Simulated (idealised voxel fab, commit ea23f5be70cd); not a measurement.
process module | voxel transistor to metal
cross-section cut | 205 nm wide | cells 5 nm
A cross-section is a grid of square cells, given in bands from the top down. A band is one or more rows of cells.
Each band's line starts with the height of the band's top and of its bottom, in nm. Then come its materials from left to right, each with its width in nm. One material with "throughout" fills the band from edge to edge. "air" is empty space.
Height 0 is the level under which the wafer as received is all one material. The lowest band goes on downwards, as in "0 down".
A width such as "30 to 40" changes by the same amount from each row of cells to the next, from the band's top row to its bottom row.
"no change" after a step means that no cell of the cross-section changed.
closed voids: empty space of 8 cells or more with no open way to the top, each as width x height at its distance from the left edge, in nm
after a step's settings: what the simulator itself notes on the step
overlay nm, on a step with a mask: how far to the right of its planned place the mask lay; to the left if negative
plan
1 op RECEIVE | material Si
2 op OXIDIZE | depth nm 5
3 op CONFORMAL_DEP | material SiN | thk nm 15
4 op DIRECTIONAL_DEP | material aC | thk nm 10
5 op PATTERN | tone cover | mask id ACTIVE | material resist | width nm 105 | thk nm 25 | overlay nm 0
6 op DIRECTIONAL_ETCH | etch materials aC | depth nm 10
7 op STRIP | etch materials resist
8 op DIRECTIONAL_ETCH | etch materials SiN | depth nm 15
9 op DIRECTIONAL_ETCH | etch materials SiO2 | depth nm 5
10 op DIRECTIONAL_ETCH | etch materials Si | depth nm 35
11 op STRIP | etch materials aC
12 op FILL_DEP | material SiO2 | thk nm 15
13 op CMP | height nm 15
14 op SELECTIVE_ETCH | etch materials SiO2 | depth nm 10
15 op STRIP | etch materials SiN
16 op SELECTIVE_ETCH | etch materials SiO2 | depth nm 5
17 op OXIDIZE | depth nm 5
18 op DIRECTIONAL_DEP | material polySi | thk nm 20
19 op DIRECTIONAL_DEP | material SiCN | thk nm 15
20 op MASKED_ETCH | tone cover | mask id GATE | width nm 25 | etch materials SiCN | depth nm 25 | overlay nm 0
21 op MASKED_ETCH | tone cover | mask id GATE | width nm 25 | etch materials polySi | depth nm 30 | overlay nm 0
22 op CONFORMAL_DEP | material SiN | thk nm 10
23 op DIRECTIONAL_ETCH | etch materials SiN | depth nm 10
24 op DIRECTIONAL_ETCH | etch materials SiO2 | depth nm 5
25 op DIRECTIONAL_ETCH | etch materials Si | depth nm 15
26 op EPI | material pSi | thk nm 15
27 op FILL_DEP | material SiO2 | thk nm 10
28 op CMP | height nm 15
29 op STRIP | etch materials polySi
30 op SELECTIVE_ETCH | etch materials SiO2 | depth nm 5
31 op CONFORMAL_DEP | material HfO2 | thk nm 5
32 op CONFORMAL_DEP | material TiN | thk nm 5
33 op FILL_DEP | material W | thk nm 5
34 op CMP | height nm 10
35 op DIRECTIONAL_DEP | material SiO2 | thk nm 15
36 op MASKED_ETCH | tone open | mask id CONTACT | width nm 15 | pitch nm 80 | etch materials SiO2 | depth nm 20 | overlay nm 0
37 op CONFORMAL_DEP | material TiN | thk nm 5
38 op FILL_DEP | material W | thk nm 5
39 op CMP | height nm 25
40 op CONFORMAL_DEP | material SiCN | thk nm 5
41 op DIRECTIONAL_DEP | material SiO2 | thk nm 25
42 op DIRECTIONAL_DEP | material aC | thk nm 10
43 op PATTERN | tone open | mask id METAL_1 | material resist | width nm 15 | pitch nm 80 | thk nm 30 | overlay nm 0
44 op DIRECTIONAL_ETCH | etch materials aC | depth nm 10
45 op STRIP | etch materials resist
46 op DIRECTIONAL_ETCH | etch materials SiO2 | depth nm 25
47 op DIRECTIONAL_ETCH | etch materials SiCN | depth nm 5
48 op STRIP | etch materials aC
49 op CONFORMAL_DEP | material TiN | thk nm 5
50 op FILL_DEP | material W | thk nm 5
51 op CMP | height nm 55
52 op EPI | material Ru | thk nm 5
53 op FILL_DEP | material SiCN | thk nm 5
as received, after step 1
  0 down: Si throughout
  closed voids: none
first wafer at the end, as planned
  65 to 60: SiCN throughout
  60 to 55: SiCN 50 | Ru 25 | SiCN 55 | Ru 25 | SiCN 50
  55 to 30: SiO2 55 | TiN 5 | W 5 | TiN 5 | SiO2 65 | TiN 5 | W 5 | TiN 5 | SiO2 55
  30 to 25: SiCN 55 | TiN 15 | SiCN 65 | TiN 15 | SiCN 55
  25 to 10: SiO2 55 | TiN 5 | W 5 | TiN 5 | SiO2 65 | TiN 5 | W 5 | TiN 5 | SiO2 55
  10 to 5: SiO2 55 | TiN 15 | SiO2 10 | SiN 10 | HfO2 5 | TiN 5 | W 5 | TiN 5 | HfO2 5 | SiN 10 | SiO2 10 | TiN 15 | SiO2 55
  5 to 0: SiO2 50 | pSi 30 | SiN 10 | HfO2 5 | TiN 5 | W 5 | TiN 5 | HfO2 5 | SiN 10 | pSi 30 | SiO2 50
  0 to -5: SiO2 45 | SiN 10 | pSi 25 | SiN 10 | HfO2 5 | TiN 15 | HfO2 5 | SiN 10 | pSi 25 | SiN 10 | SiO2 45
  -5 to -10: SiO2 55 | pSi 25 | SiO2 5 | HfO2 35 | SiO2 5 | pSi 25 | SiO2 55
  -10 to -25: SiO2 50 | Si 5 | pSi 25 | Si 45 | pSi 25 | Si 5 | SiO2 50
  -25 to -40: SiO2 50 | Si 105 | SiO2 50
  -40 down: Si throughout
  closed voids: none
second wafer at the end: like start, like plan, one mistake
  65 to 60: SiCN throughout
  60 to 55: SiCN 40 | Ru 25 | SiCN 55 | Ru 25 | SiCN 60
  55 to 30: SiO2 45 | TiN 5 | W 5 | TiN 5 | SiO2 65 | TiN 5 | W 5 | TiN 5 | SiO2 65
  30 to 25: SiCN 45 | TiN 15 | SiCN 65 | TiN 15 | SiCN 65
  25 to 10: SiO2 55 | TiN 5 | W 5 | TiN 5 | SiO2 65 | TiN 5 | W 5 | TiN 5 | SiO2 55
  10 to 5: SiO2 55 | TiN 15 | SiO2 10 | SiN 10 | HfO2 5 | TiN 5 | W 5 | TiN 5 | HfO2 5 | SiN 10 | SiO2 10 | TiN 15 | SiO2 55
  5 to 0: SiO2 50 | pSi 30 | SiN 10 | HfO2 5 | TiN 5 | W 5 | TiN 5 | HfO2 5 | SiN 10 | pSi 30 | SiO2 50
  0 to -5: SiO2 45 | SiN 10 | pSi 25 | SiN 10 | HfO2 5 | TiN 15 | HfO2 5 | SiN 10 | pSi 25 | SiN 10 | SiO2 45
  -5 to -10: SiO2 55 | pSi 25 | SiO2 5 | HfO2 35 | SiO2 5 | pSi 25 | SiO2 55
  -10 to -25: SiO2 50 | Si 5 | pSi 25 | Si 45 | pSi 25 | Si 5 | SiO2 50
  -25 to -40: SiO2 50 | Si 105 | SiO2 50
  -40 down: Si throughout
  closed voids: none
what went wrong: step 43 ran as: op PATTERN | tone open | mask id METAL_1 | material resist | width nm 15 | pitch nm 80 | thk nm 30 | overlay nm -10
at the end the second wafer has, in cells: as many of each material as the first, in other places
